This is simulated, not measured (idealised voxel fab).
Process module, titled voxel ribs on slabs
Displayed cross-section: cut, width of 140 nm, square cells sized 5 nm.
Square cells in a grid make up a cross-section in this document, and the grid is given as bands, listed from the top down, each one or more rows of cells.
This entry defines a band. It first specifies the height of the band's top and the height of its bottom in nm, and then specifies the band's materials from left to right, stating each material with its width in nm. The word "full width" identifies a single material that fills the band from edge to edge, while the word "air" identifies empty space.
Height datum 0, below which the as-received substrate wafer is one material. Lowest band open at the bottom, running downward: "0..down".
The width entry "30 to 40" should be interpreted row by row: the top row of cells in the band takes the first number, the bottom row takes the second number, and the change between adjacent rows is uniform throughout.
You'll sometimes find "all unchanged" written for a step, and that's the way of saying that nowhere in the cross-section did a cell change during that step.
Closed-off voids of 8+ cells (no open route to the top) go in "Closed void roster", written width x height at distance from the left edge, in nm.
Read whatever lies past the settings on a step's line as the simulator's own remark about the step.
On any step carrying a mask, the "overlay nm" setting, if present on the step's line, tells how far right of its planned place the mask lay; negative values point to the left.

**Intended process steps**
1. RECEIVE with material Si
2. DIRECTIONAL_DEP with material SiO2, thk nm 20
3. DIRECTIONAL_DEP with material SiN, thk nm 15
4. DIRECTIONAL_DEP with material aC, thk nm 15
5. PATTERN with tone cover, mask id RIB, material resist, width nm 25, thk nm 35, overlay nm 0
6. DIRECTIONAL_ETCH with etch materials aC, depth nm 15
7. STRIP with etch materials resist
8. DIRECTIONAL_ETCH with etch materials SiN, depth nm 10
9. STRIP with etch materials aC
10. DIRECTIONAL_DEP with material aC, thk nm 10
11. PATTERN with tone cover, mask id SLAB, material resist, width nm 75, thk nm 30, overlay nm 0
12. DIRECTIONAL_ETCH with etch materials aC, depth nm 10
13. STRIP with etch materials resist
14. DIRECTIONAL_ETCH with etch materials SiN, depth nm 5
15. STRIP with etch materials aC
16. FILL_DEP with material SiO2, thk nm 20
17. CMP with height nm 50
18. DIRECTIONAL_DEP with material W, thk nm 10
19. MASKED_ETCH with tone cover, mask id HEATER, width nm 35, etch materials W, depth nm 10, overlay nm 0
20. CONFORMAL_DEP with material SiO2, thk nm 10

**So, the first of our two wafers, run just as we planned it**

**Cross-section of the incoming wafer, state after step 1**
* 0..down  Si full width
* Closed void roster: none

**Presented here is a cross-section of the wafer after step 2 has been performed**
* 20..0  SiO2 full width
* Below 0, the layers are the same as they were.

**Presented here is a cross-section of the wafer after step 3 has been performed**
* 35..20  SiN full width
* Below 20, the layers are the same as they were.

**Presented here is a cross-section of the wafer after step 4 has been performed**
* 50..35  aC full width
* Below 35, the layers are the same as they were.

**Presented here is a cross-section of the wafer after step 5 has been performed**
* 85..50  air 55  resist 25  air 60
* Below 50, the layers are the same as they were.

**Presented here is a cross-section of the wafer after step 6 has been performed**
* 70..50  air 55  resist 25  air 60
* 50..35  air 55  aC 25  air 60
* Below 35, the layers are the same as they were.

**Presented here is a cross-section of the wafer after step 7 has been performed**
* 50..35  air 55  aC 25  air 60
* Below 35, the layers are the same as they were.

**Presented here is a cross-section of the wafer after step 8 has been performed**
* 50..35  air 55  aC 25  air 60
* 35..25  air 55  SiN 25  air 60
* Below 25, the layers are the same as they were.

**Presented here is a cross-section of the wafer after step 9 has been performed**
* 35..25  air 55  SiN 25  air 60
* Below 25, the layers are the same as they were.

**Presented here is a cross-section of the wafer after step 10 has been performed**
* 45..35  air 55  aC 25  air 60
* 35..25  aC 55  SiN 25  aC 60
* Below 25, the layers are the same as they were.

**Presented here is a cross-section of the wafer after step 11 has been performed**
* 75..45  air 30  resist 75  air 35
* 45..35  air 30  resist 25  aC 25  resist 25  air 35
* Below 35, the layers are the same as they were.

**Presented here is a cross-section of the wafer after step 12 has been performed**
* 65..45  air 30  resist 75  air 35
* 45..35  air 30  resist 25  aC 25  resist 25  air 35
* 35..25  air 30  aC 25  SiN 25  aC 25  air 35
* Below 25, the layers are the same as they were.

**Presented here is a cross-section of the wafer after step 13 has been performed**
* 45..35  air 55  aC 25  air 60
* Below 35, the layers are the same as they were.

**Presented here is a cross-section of the wafer after step 14 has been performed**
* 45..35  air 55  aC 25  air 60
* 35..25  air 30  aC 25  SiN 25  aC 25  air 35
* 25..20  air 30  SiN 75  air 35
* Below 20, the layers are the same as they were.

**Presented here is a cross-section of the wafer after step 15 has been performed**
* 35..25  air 55  SiN 25  air 60
* Below 25, the layers are the same as they were.

**Presented here is a cross-section of the wafer after step 16 has been performed**
* 55..35  SiO2 full width
* 35..25  SiO2 55  SiN 25  SiO2 60
* 25..20  SiO2 30  SiN 75  SiO2 35
* Below 20, the layers are the same as they were.

**Presented here is a cross-section of the wafer after step 17 has been performed**
* 50..35  SiO2 full width
* Below 35, the layers are the same as they were.

**Presented here is a cross-section of the wafer after step 18 has been performed**
* 60..50  W full width
* Below 50, the layers are the same as they were.

**Presented here is a cross-section of the wafer after step 19 has been performed**
* 60..50  air 50  W 35  air 55
* Below 50, the layers are the same as they were.

**Presented here is a cross-section of the wafer after step 20 has been performed**
* 70..60  air 40  SiO2 55  air 45
* 60..50  SiO2 50  W 35  SiO2 55
* Below 50, the layers are the same as they were.

**Regarding the second of the two wafers: it shared the first wafer's starting condition and process plan, yet one error occurred during its execution. Its history coincides with that of the first wafer up to and including step 1**

**The second wafer in cross-section, at the planned close of step 2**
* 40..0  SiO2 full width
* Below 0, the layers are the same as they were.

**The second wafer in cross-section, at the planned close of step 3**
* 55..40  SiN full width
* Below 40, the layers are the same as they were.

**The second wafer in cross-section, at the planned close of step 4**
* 70..55  aC full width
* Below 55, the layers are the same as they were.

**The second wafer in cross-section, at the planned close of step 5**
* 105..70  air 55  resist 25  air 60
* Below 70, the layers are the same as they were.

**The second wafer in cross-section, at the planned close of step 6**
* 90..70  air 55  resist 25  air 60
* 70..55  air 55  aC 25  air 60
* Below 55, the layers are the same as they were.

**The second wafer in cross-section, at the planned close of step 7**
* 70..55  air 55  aC 25  air 60
* Below 55, the layers are the same as they were.

**The second wafer in cross-section, at the planned close of step 8**
* 70..55  air 55  aC 25  air 60
* 55..45  air 55  SiN 25  air 60
* Below 45, the layers are the same as they were.

**The second wafer in cross-section, at the planned close of step 9**
* 55..45  air 55  SiN 25  air 60
* Below 45, the layers are the same as they were.

**The second wafer in cross-section, at the planned close of step 10**
* 65..55  air 55  aC 25  air 60
* 55..45  aC 55  SiN 25  aC 60
* Below 45, the layers are the same as they were.

**The second wafer in cross-section, at the planned close of step 11**
* 95..65  air 30  resist 75  air 35
* 65..55  air 30  resist 25  aC 25  resist 25  air 35
* Below 55, the layers are the same as they were.

**The second wafer in cross-section, at the planned close of step 12**
* 85..65  air 30  resist 75  air 35
* 65..55  air 30  resist 25  aC 25  resist 25  air 35
* 55..45  air 30  aC 25  SiN 25  aC 25  air 35
* Below 45, the layers are the same as they were.

**The second wafer in cross-section, at the planned close of step 13**
* 65..55  air 55  aC 25  air 60
* Below 55, the layers are the same as they were.

**The second wafer in cross-section, at the planned close of step 14**
* 65..55  air 55  aC 25  air 60
* 55..45  air 30  aC 25  SiN 25  aC 25  air 35
* 45..40  air 30  SiN 75  air 35
* Below 40, the layers are the same as they were.

**The second wafer in cross-section, at the planned close of step 15**
* 55..45  air 55  SiN 25  air 60
* Below 45, the layers are the same as they were.

**The second wafer in cross-section, at the planned close of step 16**
* 75..55  SiO2 full width
* 55..45  SiO2 55  SiN 25  SiO2 60
* 45..40  SiO2 30  SiN 75  SiO2 35
* Below 40, the layers are the same as they were.

**The second wafer in cross-section, at the planned close of step 17**
* 50..40  SiO2 55 to 30  SiN 25 to 75  SiO2 60 to 35
* Below 40, the layers are the same as they were.

**The second wafer in cross-section, at the planned close of step 18**
* 60..50  W full width
* Below 50, the layers are the same as they were.

**The second wafer in cross-section, at the planned close of step 19**
* 60..50  air 50  W 35  air 55
* Below 50, the layers are the same as they were.

**The second wafer in cross-section, at the planned close of step 20**
* 70..60  air 40  SiO2 55  air 45
* 60..50  SiO2 50  W 35  SiO2 55
* Below 50, the layers are the same as they were.
The mistake made against the process plan was this: execution of plan step 2 occurred twice
Counted in cells at the end, the second wafer holds more or fewer of these materials than the first: SiN: 5 fewer; SiO2: 5 more
